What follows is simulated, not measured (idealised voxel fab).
Process module heading - voxel self aligned contacts
Displayed cross-section: cut, width of 200 nm, square cells sized 5 nm.
The cross-sections in this document take the form of a grid made of square cells. They are written out as bands, in order from top to bottom. Each band consists of one or more rows of cells.
Read a band's entry like this: the first values are the height of its top and the height of its bottom in nm, and what follows is the sequence of materials from left to right, each with its width in nm. Note that "empty" is empty space, and that a single material marked "edge to edge" reaches across the band from edge to edge.
Ref level 0: as-received wafer is one material below here. Bottom band extends down with no lower bound ("0 -> down").
Width "30..40": first value at the band's top row of cells, second value at its bottom row, equal change from row to row.
Basically "remains unaltered" means that step didn't change any cell in the cross-section.
Listed in "Listed closed voids": every empty space of 8 or more cells without an open way to the top. Form: width x height at distance, the distance being from the left edge, all in nm.
Anything after a step's settings on that line? It's the simulator's own note about the step.
overlay nm: mask right of planned place by this much (step with mask). Neg. = left.

-- The process steps that were planned are listed below
| 1 | RECEIVE: material Si |
| 2 | OXIDIZE: depth nm 5 |
| 3 | DIRECTIONAL_DEP: material polySi, thk nm 30 |
| 4 | DIRECTIONAL_DEP: material SiN, thk nm 20 |
| 5 | MASKED_ETCH: tone cover, mask id GATE, width nm 30, pitch nm 65, etch materials SiN, depth nm 20, overlay nm 0 |
| 6 | MASKED_ETCH: tone cover, mask id GATE, width nm 30, pitch nm 65, etch materials polySi, depth nm 30, overlay nm 0 |
| 7 | CONFORMAL_DEP: material SiN, thk nm 10 |
| 8 | DIRECTIONAL_ETCH: etch materials SiN, depth nm 10 |
| 9 | FILL_DEP: material SiO2, thk nm 20 |
| 10 | CMP: height nm 60 |
| 11 | PATTERN: tone open, mask id CONTACT, material resist, width nm 45, thk nm 20, overlay nm 0 |
| 12 | DIRECTIONAL_ETCH: etch materials SiO2, depth nm 65 |
| 13 | STRIP: etch materials resist |
| 14 | CONFORMAL_DEP: material TiN, thk nm 5 |
| 15 | FILL_DEP: material W, thk nm 10 |
| 16 | CMP: height nm 60 |
| 17 | CONFORMAL_DEP: material SiN, thk nm 5 |

-- Shown in cross-section is the wafer as received, that is, as it stands after step 1
> 0 -> down = Si edge to edge
> Listed closed voids: none

-- Sectioned view, first of two wafers, at the close of the module, processed as intended in the plan
> 65 -> 60 = SiN edge to edge
> 60 -> 50 = 75 SiO2, then 5..20 TiN, then 35..5 W, then 5..20 TiN, then 80 SiO2
> 50 -> 30 = 40 SiO2, then 50 SiN, then 5 TiN, then 5 W, then 5 TiN, then 50 SiN, then 45 SiO2
> 30 -> 0 = 40 SiO2, then 10 SiN, then 30 polySi, then 10 SiN, then 5 TiN, then 5 W, then 5 TiN, then 10 SiN, then 30 polySi, then 10 SiN, then 45 SiO2
> 0 -> -5 = 90 SiO2, then 15 TiN, then 95 SiO2
> -5 -> down = Si edge to edge
> Listed closed voids: none

-- Cross-sectional view: second of two wafers, end of module; start and plan identical to the first, one mistake in running
> 65 -> 60 = SiN edge to edge
> 60 -> 55 = 75 SiO2, then 5 TiN, then 35 W, then 5 TiN, then 80 SiO2
> 55 -> 50 = 75 SiO2, then 45 TiN, then 80 SiO2
> 50 -> 30 = 35 SiO2, then 60 SiN, then 5 TiN, then 60 SiN, then 40 SiO2
> 30 -> 0 = 35 SiO2, then 10 SiN, then 40 polySi, then 10 SiN, then 5 TiN, then 10 SiN, then 40 polySi, then 10 SiN, then 40 SiO2
> 0 -> -5 = 95 SiO2, then 5 TiN, then 100 SiO2
> -5 -> down = Si edge to edge
> Listed closed voids: none
So what did we get wrong on this run? rather than as planned, step 5 actually ran as MASKED_ETCH: tone cover, mask id GATE, width nm 40, pitch nm 65, etch materials SiN, depth nm 20, overlay nm 0
End of process, cell counts, second wafer against first, materials with more or fewer: +16 SiN | -18 SiO2 | -11 TiN | -11 W | +24 polySi
